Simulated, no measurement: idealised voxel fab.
The following is a process module called voxel air gaps.
Xsec cut, 235 nm wide, square cell size 5 nm.
Each cross-section below is a grid of square cells, stated as bands in top-down order, with one or more rows of cells making up each band.
This entry defines a band. It first specifies the height of the band's top and the height of its bottom in nm, and then specifies the band's materials from left to right, stating each material with its width in nm. The word "all across" identifies a single material that fills the band from edge to edge, while the word "empty" identifies empty space.
The level at which height equals 0 is the one under which the wafer, as it arrives, is entirely one material. No lower edge exists for the bottom band, which continues downward and is notated as in "0 and below".
It should be noted that a width expressed as "30->40" varies in equal increments from row to row of cells within the band, taking the value of the first number at the top row and that of the second number at the bottom row.
"remained unchanged" for a step: no cell of the cross-section changed in that step.
Entry "Sealed void inventory" = empty spaces >= 8 cells with no open way to the top; each as width x height at distance, distance from left edge, all nm.
Where a step's line continues beyond its settings, the continuation is a remark by the simulator itself on that step.
overlay nm: on a step with a mask, how far right of its planned place the mask lay; negative means left.
If you're wondering how to read the rest of this, here's the deal. It's pairs of cross-sections: one from before a process step, one from after it. The after one is only drawn as far down as the lowest band that changed. Right under each pair you'll see which step sits between them and what its settings were. Don't read the pairs as one continuous story, though. They can come from different runs of this module on the same starting wafer, and a pair only carries on from the one above it where its entry headed "State before" says so.
State before
- 0 and below = Si all across
- Sealed void inventory: none
Sectional View, Post-Process
- 10 down to 0 = SiO2 all across
- Below a height of 0, the structure has not been altered.
- Sealed void inventory: none
What was done to get from the before section above to the after section? CONFORMAL_DEP,material SiO2,thk nm 10
State before: as in the pair right above, post-step view.
Sectional View, Post-Process
- 15 down to 10 = SiN all across
- Below a height of 10, the structure has not been altered.
- Sealed void inventory: none
What was done to get from the before section above to the after section? CONFORMAL_DEP,material SiN,thk nm 5
State before: as in the pair right above, post-step view.
Sectional View, Post-Process
- 55 down to 15 = SiO2 all across
- Below a height of 15, the structure has not been altered.
- Sealed void inventory: none
What was done to get from the before section above to the after section? DIRECTIONAL_DEP,material SiO2,thk nm 40
State before: as in the pair right above, post-step view.
Sectional View, Post-Process
- 70 down to 55 = aC all across
- Below a height of 55, the structure has not been altered.
- Sealed void inventory: none
What was done to get from the before section above to the after section? DIRECTIONAL_DEP,material aC,thk nm 15
State before: as in the pair right above, post-step view.
Sectional View, Post-Process
- 100 down to 70 = 65 resist  15 empty  30 resist  15 empty  30 resist  15 empty  65 resist
- Below a height of 70, the structure has not been altered.
- Sealed void inventory: none
What was done to get from the before section above to the after section? PATTERN,tone open,mask id LINES,material resist,width nm 15,pitch nm 45,thk nm 30,overlay nm 0
State before: as in the pair right above, post-step view.
Sectional View, Post-Process
- 85 down to 70 = 65 resist  15 empty  30 resist  15 empty  30 resist  15 empty  65 resist
- 70 down to 55 = 65 aC  15 empty  30 aC  15 empty  30 aC  15 empty  65 aC
- Below a height of 55, the structure has not been altered.
- Sealed void inventory: none
What was done to get from the before section above to the after section? DIRECTIONAL_ETCH,etch materials aC,depth nm 15
State before: as in the pair right above, post-step view.
Sectional View, Post-Process
- 70 down to 55 = 65 aC  15 empty  30 aC  15 empty  30 aC  15 empty  65 aC
- Below a height of 55, the structure has not been altered.
- Sealed void inventory: none
What was done to get from the before section above to the after section? STRIP,etch materials resist
State before: as in the pair right above, post-step view.
Sectional View, Post-Process
- 70 down to 55 = 65 aC  15 empty  30 aC  15 empty  30 aC  15 empty  65 aC
- 55 down to 15 = 65 SiO2  15 empty  30 SiO2  15 empty  30 SiO2  15 empty  65 SiO2
- Below a height of 15, the structure has not been altered.
- Sealed void inventory: none
What was done to get from the before section above to the after section? DIRECTIONAL_ETCH,etch materials SiO2,depth nm 40
State before: as in the pair right above, post-step view.
Sectional View, Post-Process
- 55 down to 15 = 65 SiO2  15 empty  30 SiO2  15 empty  30 SiO2  15 empty  65 SiO2
- Below a height of 15, the structure has not been altered.
- Sealed void inventory: none
What was done to get from the before section above to the after section? STRIP,etch materials aC
State before: as in the pair right above, post-step view.
Sectional View, Post-Process
- 60 down to 55 = 70 TiN  5 empty  40 TiN  5 empty  40 TiN  5 empty  70 TiN
- 55 down to 20 = 65 SiO2  5 TiN  5 empty  5 TiN  30 SiO2  5 TiN  5 empty  5 TiN  30 SiO2  5 TiN  5 empty  5 TiN  65 SiO2
- 20 down to 15 = 65 SiO2  15 TiN  30 SiO2  15 TiN  30 SiO2  15 TiN  65 SiO2
- Below a height of 15, the structure has not been altered.
- Sealed void inventory: none
What was done to get from the before section above to the after section? CONFORMAL_DEP,material TiN,thk nm 5
State before: as in the pair right above, post-step view.
Sectional View, Post-Process
- 70 down to 60 = Ru all across
- 60 down to 55 = 70 TiN  5 Ru  40 TiN  5 Ru  40 TiN  5 Ru  70 TiN
- 55 down to 20 = 65 SiO2  5 TiN  5 Ru  5 TiN  30 SiO2  5 TiN  5 Ru  5 TiN  30 SiO2  5 TiN  5 Ru  5 TiN  65 SiO2
- Below a height of 20, the structure has not been altered.
- Sealed void inventory: none
What was done to get from the before section above to the after section? FILL_DEP,material Ru,thk nm 10
State before: as in the pair right above, post-step view.
Sectional View, Post-Process
- 55 down to 20 = 65 SiO2  5 TiN  5 Ru  5 TiN  30 SiO2  5 TiN  5 Ru  5 TiN  30 SiO2  5 TiN  5 Ru  5 TiN  65 SiO2
- Below a height of 20, the structure has not been altered.
- Sealed void inventory: none
What was done to get from the before section above to the after section? CMP,height nm 55
State before: as in the pair right above, post-step view.
Sectional View, Post-Process
- 65 down to 55 = 55 empty  35 Ru  10 empty  35 Ru  10 empty  35 Ru  55 empty
- Below a height of 55, the structure has not been altered.
- Sealed void inventory: none
What was done to get from the before section above to the after section? EPI,material Ru,thk nm 10
State before: as in the pair right above, post-step view.
Sectional View, Post-Process
- 65 down to 55 = 55 empty  35 Ru  10 empty  35 Ru  10 empty  35 Ru  55 empty
- 55 down to 20 = 65 empty  5 TiN  5 Ru  5 TiN  30 empty  5 TiN  5 Ru  5 TiN  30 empty  5 TiN  5 Ru  5 TiN  65 empty
- 20 down to 15 = 65 empty  15 TiN  30 empty  15 TiN  30 empty  15 TiN  65 empty
- Below a height of 15, the structure has not been altered.
- Sealed void inventory: none
What was done to get from the before section above to the after section? SELECTIVE_ETCH,etch materials SiO2,depth nm 50
State before: as in the pair right above, post-step view.
Sectional View, Post-Process
- 70 down to 65 = 50 empty  135 SiN  50 empty
- 65 down to 55 = 50 empty  5 SiN  35 Ru  10 SiN  35 Ru  10 SiN  35 Ru  5 SiN  50 empty
- 55 down to 50 = 50 empty  15 SiN  5 TiN  5 Ru  5 TiN  30 SiN  5 TiN  5 Ru  5 TiN  30 SiN  5 TiN  5 Ru  5 TiN  15 SiN  50 empty
- 50 down to 20 = 60 empty  5 SiN  5 TiN  5 Ru  5 TiN  5 SiN  20 empty  5 SiN  5 TiN  5 Ru  5 TiN  5 SiN  20 empty  5 SiN  5 TiN  5 Ru  5 TiN  5 SiN  60 empty
- 20 down to 15 = 65 SiN  15 TiN  30 SiN  15 TiN  30 SiN  15 TiN  65 SiN
- Below a height of 15, the structure has not been altered.
- Sealed void inventory: 20 x 30 at 85; 20 x 30 at 130
What was done to get from the before section above to the after section? CONFORMAL_DEP,material SiN,thk nm 5
State before
- 65 down to 55 = 55 empty  35 Ru  10 empty  35 Ru  10 empty  35 Ru  55 empty
- 55 down to 20 = 65 SiO2  5 TiN  5 Ru  5 TiN  30 SiO2  5 TiN  5 Ru  5 TiN  30 SiO2  5 TiN  5 Ru  5 TiN  65 SiO2
- 20 down to 15 = 65 SiO2  15 TiN  30 SiO2  15 TiN  30 SiO2  15 TiN  65 SiO2
- 15 down to 10 = SiN all across
- 10 down to 0 = SiO2 all across
- 0 and below = Si all across
- Sealed void inventory: none
Sectional View, Post-Process
- 75 down to 55 = 45 empty  145 Ru  45 empty
- Below a height of 55, the structure has not been altered.
- Sealed void inventory: none
What was done to get from the before section above to the after section? EPI,material Ru,thk nm 10
State before: as in the pair right above, post-step view.
Sectional View, Post-Process
- 75 down to 55 = 45 empty  145 Ru  45 empty
- 55 down to 20 = 65 empty  5 TiN  5 Ru  5 TiN  30 SiO2  5 TiN  5 Ru  5 TiN  30 SiO2  5 TiN  5 Ru  5 TiN  65 empty
- 20 down to 15 = 65 empty  15 TiN  30 SiO2  15 TiN  30 SiO2  15 TiN  65 empty
- Below a height of 15, the structure has not been altered.
- Sealed void inventory: none
What was done to get from the before section above to the after section? SELECTIVE_ETCH,etch materials SiO2,depth nm 50
State before: as in the pair right above, post-step view.
Sectional View, Post-Process
- 80 down to 75 = 40 empty  155 SiN  40 empty
- 75 down to 55 = 40 empty  5 SiN  145 Ru  5 SiN  40 empty
- 55 down to 50 = 40 empty  25 SiN  5 TiN  5 Ru  5 TiN  30 SiO2  5 TiN  5 Ru  5 TiN  30 SiO2  5 TiN  5 Ru  5 TiN  25 SiN  40 empty
- 50 down to 20 = 60 empty  5 SiN  5 TiN  5 Ru  5 TiN  30 SiO2  5 TiN  5 Ru  5 TiN  30 SiO2  5 TiN  5 Ru  5 TiN  5 SiN  60 empty
- 20 down to 15 = 65 SiN  15 TiN  30 SiO2  15 TiN  30 SiO2  15 TiN  65 SiN
- Below a height of 15, the structure has not been altered.
- Sealed void inventory: none
What was done to get from the before section above to the after section? CONFORMAL_DEP,material SiN,thk nm 5
State before
- 55 down to 20 = 65 SiO2  5 TiN  5 Ru  5 TiN  30 SiO2  5 TiN  5 Ru  5 TiN  30 SiO2  5 TiN  5 Ru  5 TiN  65 SiO2
- 20 down to 15 = 65 SiO2  15 TiN  30 SiO2  15 TiN  30 SiO2  15 TiN  65 SiO2
- 15 down to 10 = SiN all across
- 10 down to 0 = SiO2 all across
- 0 and below = Si all across
- Sealed void inventory: none
Sectional View, Post-Process
- 55 down to 20 = 65 empty  5 TiN  5 Ru  5 TiN  30 empty  5 TiN  5 Ru  5 TiN  30 empty  5 TiN  5 Ru  5 TiN  65 empty
- 20 down to 15 = 65 empty  15 TiN  30 empty  15 TiN  30 empty  15 TiN  65 empty
- Below a height of 15, the structure has not been altered.
- Sealed void inventory: none
What was done to get from the before section above to the after section? SELECTIVE_ETCH,etch materials SiO2,depth nm 50
State before: as in the pair right above, post-step view.
Sectional View, Post-Process
- 65 down to 55 = 55 empty  35 Ru  10 empty  35 Ru  10 empty  35 Ru  55 empty
- 55 down to 20 = 55 empty  10 Ru  5 TiN  5 Ru  5 TiN  10 Ru  10 empty  10 Ru  5 TiN  5 Ru  5 TiN  10 Ru  10 empty  10 Ru  5 TiN  5 Ru  5 TiN  10 Ru  55 empty
- 20 down to 15 = 55 empty  10 Ru  15 TiN  10 Ru  10 empty  10 Ru  15 TiN  10 Ru  10 empty  10 Ru  15 TiN  10 Ru  55 empty
- Below a height of 15, the structure has not been altered.
- Sealed void inventory: none
What was done to get from the before section above to the after section? EPI,material Ru,thk nm 10
State before: as in the pair right above, post-step view.
Sectional View, Post-Process
- 70 down to 65 = 50 empty  135 SiN  50 empty
- 65 down to 55 = 50 empty  5 SiN  35 Ru  10 SiN  35 Ru  10 SiN  35 Ru  5 SiN  50 empty
- 55 down to 20 = 50 empty  5 SiN  10 Ru  5 TiN  5 Ru  5 TiN  10 Ru  10 SiN  10 Ru  5 TiN  5 Ru  5 TiN  10 Ru  10 SiN  10 Ru  5 TiN  5 Ru  5 TiN  10 Ru  5 SiN  50 empty
- 20 down to 15 = 55 SiN  10 Ru  15 TiN  10 Ru  10 SiN  10 Ru  15 TiN  10 Ru  10 SiN  10 Ru  15 TiN  10 Ru  55 SiN
- Below a height of 15, the structure has not been altered.
- Sealed void inventory: none
What was done to get from the before section above to the after section? CONFORMAL_DEP,material SiN,thk nm 5
State before
- 70 down to 60 = Ru all across
- 60 down to 55 = 70 TiN  5 Ru  40 TiN  5 Ru  40 TiN  5 Ru  70 TiN
- 55 down to 20 = 65 SiO2  5 TiN  5 Ru  5 TiN  30 SiO2  5 TiN  5 Ru  5 TiN  30 SiO2  5 TiN  5 Ru  5 TiN  65 SiO2
- 20 down to 15 = 65 SiO2  15 TiN  30 SiO2  15 TiN  30 SiO2  15 TiN  65 SiO2
- 15 down to 10 = SiN all across
- 10 down to 0 = SiO2 all across
- 0 and below = Si all across
- Sealed void inventory: none
Sectional View, Post-Process
- 65 down to 60 = Ru all across
- Below a height of 60, the structure has not been altered.
- Sealed void inventory: none
What was done to get from the before section above to the after section? CMP,height nm 65
State before: as in the pair right above, post-step view.
Sectional View, Post-Process
- 75 down to 60 = Ru all across
- Below a height of 60, the structure has not been altered.
- Sealed void inventory: none
What was done to get from the before section above to the after section? EPI,material Ru,thk nm 10
State before: as in the pair right above, post-step view.
Sectional View, Post-Process
- 80 down to 75 = SiN all across
- Below a height of 75, the structure has not been altered.
- Sealed void inventory: none
What was done to get from the before section above to the after section? CONFORMAL_DEP,material SiN,thk nm 5
State before
- 70 down to 55 = aC all across
- 55 down to 15 = SiO2 all across
- 15 down to 10 = SiN all across
- 10 down to 0 = SiO2 all across
- 0 and below = Si all across
- Sealed void inventory: none
Sectional View, Post-Process
- 100 down to 70 = 60 resist  25 empty  20 resist  25 empty  20 resist  25 empty  60 resist
- Below a height of 70, the structure has not been altered.
- Sealed void inventory: none
What was done to get from the before section above to the after section? PATTERN,tone open,mask id LINES,material resist,width nm 25,pitch nm 45,thk nm 30,overlay nm 0
State before: as in the pair right above, post-step view.
Sectional View, Post-Process
- 85 down to 70 = 60 resist  25 empty  20 resist  25 empty  20 resist  25 empty  60 resist
- 70 down to 55 = 60 aC  25 empty  20 aC  25 empty  20 aC  25 empty  60 aC
- Below a height of 55, the structure has not been altered.
- Sealed void inventory: none
What was done to get from the before section above to the after section? DIRECTIONAL_ETCH,etch materials aC,depth nm 15
State before: as in the pair right above, post-step view.
Sectional View, Post-Process
- 70 down to 55 = 60 aC  25 empty  20 aC  25 empty  20 aC  25 empty  60 aC
- Below a height of 55, the structure has not been altered.
- Sealed void inventory: none
What was done to get from the before section above to the after section? STRIP,etch materials resist
State before: as in the pair right above, post-step view.
Sectional View, Post-Process
- 70 down to 55 = 60 aC  25 empty  20 aC  25 empty  20 aC  25 empty  60 aC
- 55 down to 15 = 60 SiO2  25 empty  20 SiO2  25 empty  20 SiO2  25 empty  60 SiO2
- Below a height of 15, the structure has not been altered.
- Sealed void inventory: none
What was done to get from the before section above to the after section? DIRECTIONAL_ETCH,etch materials SiO2,depth nm 40
State before: as in the pair right above, post-step view.
Sectional View, Post-Process
- 55 down to 15 = 60 SiO2  25 empty  20 SiO2  25 empty  20 SiO2  25 empty  60 SiO2
- Below a height of 15, the structure has not been altered.
- Sealed void inventory: none
What was done to get from the before section above to the after section? STRIP,etch materials aC
State before: as in the pair right above, post-step view.
Sectional View, Post-Process
- 60 down to 55 = 65 TiN  15 empty  30 TiN  15 empty  30 TiN  15 empty  65 TiN
- 55 down to 20 = 60 SiO2  5 TiN  15 empty  5 TiN  20 SiO2  5 TiN  15 empty  5 TiN  20 SiO2  5 TiN  15 empty  5 TiN  60 SiO2
- 20 down to 15 = 60 SiO2  25 TiN  20 SiO2  25 TiN  20 SiO2  25 TiN  60 SiO2
- Below a height of 15, the structure has not been altered.
- Sealed void inventory: none
What was done to get from the before section above to the after section? CONFORMAL_DEP,material TiN,thk nm 5
State before: as in the pair right above, post-step view.
Sectional View, Post-Process
- 70 down to 60 = Ru all across
- 60 down to 55 = 65 TiN  15 Ru  30 TiN  15 Ru  30 TiN  15 Ru  65 TiN
- 55 down to 20 = 60 SiO2  5 TiN  15 Ru  5 TiN  20 SiO2  5 TiN  15 Ru  5 TiN  20 SiO2  5 TiN  15 Ru  5 TiN  60 SiO2
- Below a height of 20, the structure has not been altered.
- Sealed void inventory: none
What was done to get from the before section above to the after section? FILL_DEP,material Ru,thk nm 10
State before: as in the pair right above, post-step view.
Sectional View, Post-Process
- 55 down to 20 = 60 SiO2  5 TiN  15 Ru  5 TiN  20 SiO2  5 TiN  15 Ru  5 TiN  20 SiO2  5 TiN  15 Ru  5 TiN  60 SiO2
- Below a height of 20, the structure has not been altered.
- Sealed void inventory: none
What was done to get from the before section above to the after section? CMP,height nm 55
State before: as in the pair right above, post-step view.
Sectional View, Post-Process
- 65 down to 55 = 50 empty  135 Ru  50 empty
- Below a height of 55, the structure has not been altered.
- Sealed void inventory: none
What was done to get from the before section above to the after section? EPI,material Ru,thk nm 10
State before: as in the pair right above, post-step view.
Sectional View, Post-Process
- 65 down to 55 = 50 empty  135 Ru  50 empty
- 55 down to 20 = 60 empty  5 TiN  15 Ru  5 TiN  20 SiO2  5 TiN  15 Ru  5 TiN  20 SiO2  5 TiN  15 Ru  5 TiN  60 empty
- 20 down to 15 = 60 empty  25 TiN  20 SiO2  25 TiN  20 SiO2  25 TiN  60 empty
- Below a height of 15, the structure has not been altered.
- Sealed void inventory: none
What was done to get from the before section above to the after section? SELECTIVE_ETCH,etch materials SiO2,depth nm 50
State before: as in the pair right above, post-step view.
Sectional View, Post-Process
- 70 down to 65 = 45 empty  145 SiN  45 empty
- 65 down to 55 = 45 empty  5 SiN  135 Ru  5 SiN  45 empty
- 55 down to 50 = 45 empty  15 SiN  5 TiN  15 Ru  5 TiN  20 SiO2  5 TiN  15 Ru  5 TiN  20 SiO2  5 TiN  15 Ru  5 TiN  15 SiN  45 empty
- 50 down to 20 = 55 empty  5 SiN  5 TiN  15 Ru  5 TiN  20 SiO2  5 TiN  15 Ru  5 TiN  20 SiO2  5 TiN  15 Ru  5 TiN  5 SiN  55 empty
- 20 down to 15 = 60 SiN  25 TiN  20 SiO2  25 TiN  20 SiO2  25 TiN  60 SiN
- Below a height of 15, the structure has not been altered.
- Sealed void inventory: none
What was done to get from the before section above to the after section? CONFORMAL_DEP,material SiN,thk nm 5
State before
- 70 down to 55 = aC all across
- 55 down to 15 = SiO2 all across
- 15 down to 10 = SiN all across
- 10 down to 0 = SiO2 all across
- 0 and below = Si all across
- Sealed void inventory: none
Sectional View, Post-Process
- 100 down to 70 = 55 resist  15 empty  30 resist  15 empty  30 resist  15 empty  75 resist
- Below a height of 70, the structure has not been altered.
- Sealed void inventory: none
What was done to get from the before section above to the after section? PATTERN,tone open,mask id LINES,material resist,width nm 15,pitch nm 45,thk nm 30,overlay nm -10
State before: as in the pair right above, post-step view.
Sectional View, Post-Process
- 85 down to 70 = 55 resist  15 empty  30 resist  15 empty  30 resist  15 empty  75 resist
- 70 down to 55 = 55 aC  15 empty  30 aC  15 empty  30 aC  15 empty  75 aC
- Below a height of 55, the structure has not been altered.
- Sealed void inventory: none
What was done to get from the before section above to the after section? DIRECTIONAL_ETCH,etch materials aC,depth nm 15
State before: as in the pair right above, post-step view.
Sectional View, Post-Process
- 70 down to 55 = 55 aC  15 empty  30 aC  15 empty  30 aC  15 empty  75 aC
- Below a height of 55, the structure has not been altered.
- Sealed void inventory: none
What was done to get from the before section above to the after section? STRIP,etch materials resist
State before: as in the pair right above, post-step view.
Sectional View, Post-Process
- 70 down to 55 = 55 aC  15 empty  30 aC  15 empty  30 aC  15 empty  75 aC
- 55 down to 15 = 55 SiO2  15 empty  30 SiO2  15 empty  30 SiO2  15 empty  75 SiO2
- Below a height of 15, the structure has not been altered.
- Sealed void inventory: none
What was done to get from the before section above to the after section? DIRECTIONAL_ETCH,etch materials SiO2,depth nm 40
State before: as in the pair right above, post-step view.
Sectional View, Post-Process
- 55 down to 15 = 55 SiO2  15 empty  30 SiO2  15 empty  30 SiO2  15 empty  75 SiO2
- Below a height of 15, the structure has not been altered.
- Sealed void inventory: none
What was done to get from the before section above to the after section? STRIP,etch materials aC
State before: as in the pair right above, post-step view.
Sectional View, Post-Process
- 60 down to 55 = 60 TiN  5 empty  40 TiN  5 empty  40 TiN  5 empty  80 TiN
- 55 down to 20 = 55 SiO2  5 TiN  5 empty  5 TiN  30 SiO2  5 TiN  5 empty  5 TiN  30 SiO2  5 TiN  5 empty  5 TiN  75 SiO2
- 20 down to 15 = 55 SiO2  15 TiN  30 SiO2  15 TiN  30 SiO2  15 TiN  75 SiO2
- Below a height of 15, the structure has not been altered.
- Sealed void inventory: none
What was done to get from the before section above to the after section? CONFORMAL_DEP,material TiN,thk nm 5
State before: as in the pair right above, post-step view.
Sectional View, Post-Process
- 70 down to 60 = Ru all across
- 60 down to 55 = 60 TiN  5 Ru  40 TiN  5 Ru  40 TiN  5 Ru  80 TiN
- 55 down to 20 = 55 SiO2  5 TiN  5 Ru  5 TiN  30 SiO2  5 TiN  5 Ru  5 TiN  30 SiO2  5 TiN  5 Ru  5 TiN  75 SiO2
- Below a height of 20, the structure has not been altered.
- Sealed void inventory: none
What was done to get from the before section above to the after section? FILL_DEP,material Ru,thk nm 10
State before: as in the pair right above, post-step view.
Sectional View, Post-Process
- 55 down to 20 = 55 SiO2  5 TiN  5 Ru  5 TiN  30 SiO2  5 TiN  5 Ru  5 TiN  30 SiO2  5 TiN  5 Ru  5 TiN  75 SiO2
- Below a height of 20, the structure has not been altered.
- Sealed void inventory: none
What was done to get from the before section above to the after section? CMP,height nm 55
State before: as in the pair right above, post-step view.
Sectional View, Post-Process
- 65 down to 55 = 45 empty  35 Ru  10 empty  35 Ru  10 empty  35 Ru  65 empty
- Below a height of 55, the structure has not been altered.
- Sealed void inventory: none
What was done to get from the before section above to the after section? EPI,material Ru,thk nm 10
State before: as in the pair right above, post-step view.
Sectional View, Post-Process
- 65 down to 55 = 45 empty  35 Ru  10 empty  35 Ru  10 empty  35 Ru  65 empty
- 55 down to 20 = 55 empty  5 TiN  5 Ru  5 TiN  30 empty  5 TiN  5 Ru  5 TiN  30 empty  5 TiN  5 Ru  5 TiN  75 empty
- 20 down to 15 = 55 empty  15 TiN  30 empty  15 TiN  30 empty  15 TiN  75 empty
- Below a height of 15, the structure has not been altered.
- Sealed void inventory: none
What was done to get from the before section above to the after section? SELECTIVE_ETCH,etch materials SiO2,depth nm 50
State before: as in the pair right above, post-step view.
Sectional View, Post-Process
- 70 down to 65 = 40 empty  135 SiN  60 empty
- 65 down to 55 = 40 empty  5 SiN  35 Ru  10 SiN  35 Ru  10 SiN  35 Ru  5 SiN  60 empty
- 55 down to 50 = 40 empty  15 SiN  5 TiN  5 Ru  5 TiN  30 SiN  5 TiN  5 Ru  5 TiN  30 SiN  5 TiN  5 Ru  5 TiN  15 SiN  60 empty
- 50 down to 20 = 50 empty  5 SiN  5 TiN  5 Ru  5 TiN  5 SiN  20 empty  5 SiN  5 TiN  5 Ru  5 TiN  5 SiN  20 empty  5 SiN  5 TiN  5 Ru  5 TiN  5 SiN  70 empty
- 20 down to 15 = 55 SiN  15 TiN  30 SiN  15 TiN  30 SiN  15 TiN  75 SiN
- Below a height of 15, the structure has not been altered.
- Sealed void inventory: 20 x 30 at 75; 20 x 30 at 120
What was done to get from the before section above to the after section? CONFORMAL_DEP,material SiN,thk nm 5
State before
- 65 down to 55 = 55 empty  35 Ru  10 empty  35 Ru  10 empty  35 Ru  55 empty
- 55 down to 20 = 65 empty  5 TiN  5 Ru  5 TiN  30 empty  5 TiN  5 Ru  5 TiN  30 empty  5 TiN  5 Ru  5 TiN  65 empty
- 20 down to 15 = 65 empty  15 TiN  30 empty  15 TiN  30 empty  15 TiN  65 empty
- 15 down to 10 = SiN all across
- 10 down to 0 = SiO2 all across
- 0 and below = Si all across
- Sealed void inventory: none
Sectional View, Post-Process
- 70 down to 65 = 50 empty  135 TiN  50 empty
- 65 down to 55 = 50 empty  5 TiN  35 Ru  10 TiN  35 Ru  10 TiN  35 Ru  5 TiN  50 empty
- 55 down to 50 = 50 empty  20 TiN  5 Ru  40 TiN  5 Ru  40 TiN  5 Ru  20 TiN  50 empty
- 50 down to 20 = 60 empty  10 TiN  5 Ru  10 TiN  20 empty  10 TiN  5 Ru  10 TiN  20 empty  10 TiN  5 Ru  10 TiN  60 empty
- 20 down to 15 = TiN all across
- Below a height of 15, the structure has not been altered.
- Sealed void inventory: 20 x 30 at 85; 20 x 30 at 130
What was done to get from the before section above to the after section? CONFORMAL_DEP,material TiN,thk nm 5
State before
- 70 down to 55 = aC all across
- 55 down to 15 = SiO2 all across
- 15 down to 10 = SiN all across
- 10 down to 0 = SiO2 all across
- 0 and below = Si all across
- Sealed void inventory: none
Sectional View, Post-Process
- 100 down to 70 = 65 empty  15 resist  30 empty  15 resist  30 empty  15 resist  65 empty
- Below a height of 70, the structure has not been altered.
- Sealed void inventory: none
What was done to get from the before section above to the after section? PATTERN,tone cover,mask id LINES,material resist,width nm 15,pitch nm 45,thk nm 30,overlay nm 0
State before: as in the pair right above, post-step view.
Sectional View, Post-Process
- 85 down to 70 = 65 empty  15 resist  30 empty  15 resist  30 empty  15 resist  65 empty
- 70 down to 55 = 65 empty  15 aC  30 empty  15 aC  30 empty  15 aC  65 empty
- Below a height of 55, the structure has not been altered.
- Sealed void inventory: none
What was done to get from the before section above to the after section? DIRECTIONAL_ETCH,etch materials aC,depth nm 15
State before: as in the pair right above, post-step view.
Sectional View, Post-Process
- 70 down to 55 = 65 empty  15 aC  30 empty  15 aC  30 empty  15 aC  65 empty
- Below a height of 55, the structure has not been altered.
- Sealed void inventory: none
What was done to get from the before section above to the after section? STRIP,etch materials resist
State before: as in the pair right above, post-step view.
Sectional View, Post-Process
- 70 down to 55 = 65 empty  15 aC  30 empty  15 aC  30 empty  15 aC  65 empty
- 55 down to 15 = 65 empty  15 SiO2  30 empty  15 SiO2  30 empty  15 SiO2  65 empty
- Below a height of 15, the structure has not been altered.
- Sealed void inventory: none
What was done to get from the before section above to the after section? DIRECTIONAL_ETCH,etch materials SiO2,depth nm 40
State before: as in the pair right above, post-step view.
Sectional View, Post-Process
- 55 down to 15 = 65 empty  15 SiO2  30 empty  15 SiO2  30 empty  15 SiO2  65 empty
- Below a height of 15, the structure has not been altered.
- Sealed void inventory: none
What was done to get from the before section above to the after section? STRIP,etch materials aC
State before: as in the pair right above, post-step view.
Sectional View, Post-Process
- 60 down to 55 = 60 empty  25 TiN  20 empty  25 TiN  20 empty  25 TiN  60 empty
- 55 down to 20 = 60 empty  5 TiN  15 SiO2  5 TiN  20 empty  5 TiN  15 SiO2  5 TiN  20 empty  5 TiN  15 SiO2  5 TiN  60 empty
- 20 down to 15 = 65 TiN  15 SiO2  30 TiN  15 SiO2  30 TiN  15 SiO2  65 TiN
- Below a height of 15, the structure has not been altered.
- Sealed void inventory: none
What was done to get from the before section above to the after section? CONFORMAL_DEP,material TiN,thk nm 5
State before: as in the pair right above, post-step view.
Sectional View, Post-Process
- 70 down to 60 = Ru all across
- 60 down to 55 = 60 Ru  25 TiN  20 Ru  25 TiN  20 Ru  25 TiN  60 Ru
- 55 down to 20 = 60 Ru  5 TiN  15 SiO2  5 TiN  20 Ru  5 TiN  15 SiO2  5 TiN  20 Ru  5 TiN  15 SiO2  5 TiN  60 Ru
- Below a height of 20, the structure has not been altered.
- Sealed void inventory: none
What was done to get from the before section above to the after section? FILL_DEP,material Ru,thk nm 10
State before: as in the pair right above, post-step view.
Sectional View, Post-Process
- 55 down to 20 = 60 Ru  5 TiN  15 SiO2  5 TiN  20 Ru  5 TiN  15 SiO2  5 TiN  20 Ru  5 TiN  15 SiO2  5 TiN  60 Ru
- Below a height of 20, the structure has not been altered.
- Sealed void inventory: none
What was done to get from the before section above to the after section? CMP,height nm 55
State before: as in the pair right above, post-step view.
Sectional View, Post-Process
- 65 down to 55 = Ru all across
- Below a height of 55, the structure has not been altered.
- Sealed void inventory: none
What was done to get from the before section above to the after section? EPI,material Ru,thk nm 10
State before: as in the pair right above, post-step view.
Sectional View, Post-Process
- 70 down to 65 = SiN all across
- Below a height of 65, the structure has not been altered.
- Sealed void inventory: none
What was done to get from the before section above to the after section? CONFORMAL_DEP,material SiN,thk nm 5
